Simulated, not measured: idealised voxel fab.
Process module in this document: voxel air gaps
245 nm wide, 5 nm square cells: that's cross-section cut.
Think of the cross-section as a grid of square cells. We describe it in bands, top to bottom, and each band covers one or more rows of those cells. Band: top and bottom heights (nm) first, top before bottom; then materials from left to right, widths in nm. "edge to edge" marks a sole material filling the band edge to edge. "air" denotes empty space. Heads up on the height convention: 0 is the point under which the incoming wafer is all one material, and the lowest band has no bottom, it just keeps going down, like "0..down". Width "30->40": first value at the band's top row of cells, second value at its bottom row, equal change from row to row. "remains unaltered" after a step means that no cell of the cross-section changed. Under "Closed internal voids" you'll find the enclosed gaps, the ones with no way out to the top, that are 8 cells or bigger; each reads width x height at distance, with distance counted from the left edge, everything in nm. Text after the settings on a step's line: the simulator's own remark on that step. Regarding "overlay nm": on a step with a mask, it is the distance the mask lay to the right of its planned place; a negative value places it to the left.
Steps in the process plan:
- 1: RECEIVE [material Si]
- 2: CONFORMAL_DEP [material SiO2] [thk nm 5]
- 3: CONFORMAL_DEP [material SiN] [thk nm 5]
- 4: DIRECTIONAL_DEP [material SiO2] [thk nm 35]
- 5: PATTERN [tone open] [mask id LINES] [material resist] [width nm 20] [pitch nm 50] [thk nm 20] [overlay nm 0]
- 6: DIRECTIONAL_ETCH [etch materials SiO2] [depth nm 35]
- 7: STRIP [etch materials resist]
- 8: CONFORMAL_DEP [material TiN] [thk nm 5]
- 9: FILL_DEP [material W] [thk nm 10]
- 10: CMP [height nm 50]
- 11: EPI [material Ru] [thk nm 10]
- 12: SELECTIVE_ETCH [etch materials SiO2] [depth nm 45]
- 13: CONFORMAL_DEP [material SiN] [thk nm 5]
Be aware that, although all wafers share a common starting state, the thk nm at step 2 differs among them, and the plan displays the first wafer's value.
The first of several wafers in cross-section, exactly as it reached us after step 1:
  0..down: Si edge to edge
  Closed internal voids: none
First wafer of several, cross-section, module end, after step 13 (last):
  65..60: SiN edge to edge
  60..50: Ru edge to edge
  50..45: 65 nm TiN, 10 nm W, 40 nm TiN, 10 nm W, 40 nm TiN, 10 nm W, 70 nm TiN
  45..15: 60 nm SiO2, 5 nm TiN, 10 nm W, 5 nm TiN, 30 nm SiO2, 5 nm TiN, 10 nm W, 5 nm TiN, 30 nm SiO2, 5 nm TiN, 10 nm W, 5 nm TiN, 65 nm SiO2
  15..10: 60 nm SiO2, 20 nm TiN, 30 nm SiO2, 20 nm TiN, 30 nm SiO2, 20 nm TiN, 65 nm SiO2
  10..5: SiN edge to edge
  5..0: SiO2 edge to edge
  0..down: Si edge to edge
  Closed internal voids: none
A cross-section through the last wafer at the close of the module:
  65..60: 45 nm air, 150 nm SiN, 50 nm air
  60..50: 45 nm air, 5 nm SiN, 40 nm Ru, 10 nm SiN, 40 nm Ru, 10 nm SiN, 40 nm Ru, 5 nm SiN, 50 nm air
  50..45: 45 nm air, 15 nm SiN, 5 nm TiN, 10 nm W, 5 nm TiN, 30 nm SiN, 5 nm TiN, 10 nm W, 5 nm TiN, 30 nm SiN, 5 nm TiN, 10 nm W, 5 nm TiN, 15 nm SiN, 50 nm air
  45..35: 55 nm air, 5 nm SiN, 5 nm TiN, 10 nm W, 5 nm TiN, 5 nm SiN, 20 nm air, 5 nm SiN, 5 nm TiN, 10 nm W, 5 nm TiN, 5 nm SiN, 20 nm air, 5 nm SiN, 5 nm TiN, 10 nm W, 5 nm TiN, 5 nm SiN, 60 nm air
  35..30: 60 nm SiN, 20 nm TiN, 30 nm SiN, 20 nm TiN, 30 nm SiN, 20 nm TiN, 65 nm SiN
  30..25: SiN edge to edge
  25..0: SiO2 edge to edge
  0..down: Si edge to edge
  Closed internal voids: 20 x 10 at 85; 20 x 10 at 135
Below is a per-wafer table. In it, each row describes the wafer at the end of the module by giving, for each material, the number of cells gained (+) or lost (-) since the wafer was received, and after that the closed voids of the wafer:
thk nm 5 | +98 Ru | +98 SiN | +308 SiO2 | +91 TiN | +42 W | Closed internal voids: none
thk nm 10 | +48 Ru | +176 SiN | +98 SiO2 | +48 TiN | +36 W | Closed internal voids: 20 x 25 at 85; 20 x 25 at 135
thk nm 15 | +48 Ru | +170 SiN | +147 SiO2 | +42 TiN | +30 W | Closed internal voids: 20 x 20 at 85; 20 x 20 at 135
thk nm 20 | +48 Ru | +164 SiN | +196 SiO2 | +36 TiN | +24 W | Closed internal voids: 20 x 15 at 85; 20 x 15 at 135
thk nm 25 | +48 Ru | +158 SiN | +245 SiO2 | +30 TiN | +18 W | Closed internal voids: 20 x 10 at 85; 20 x 10 at 135
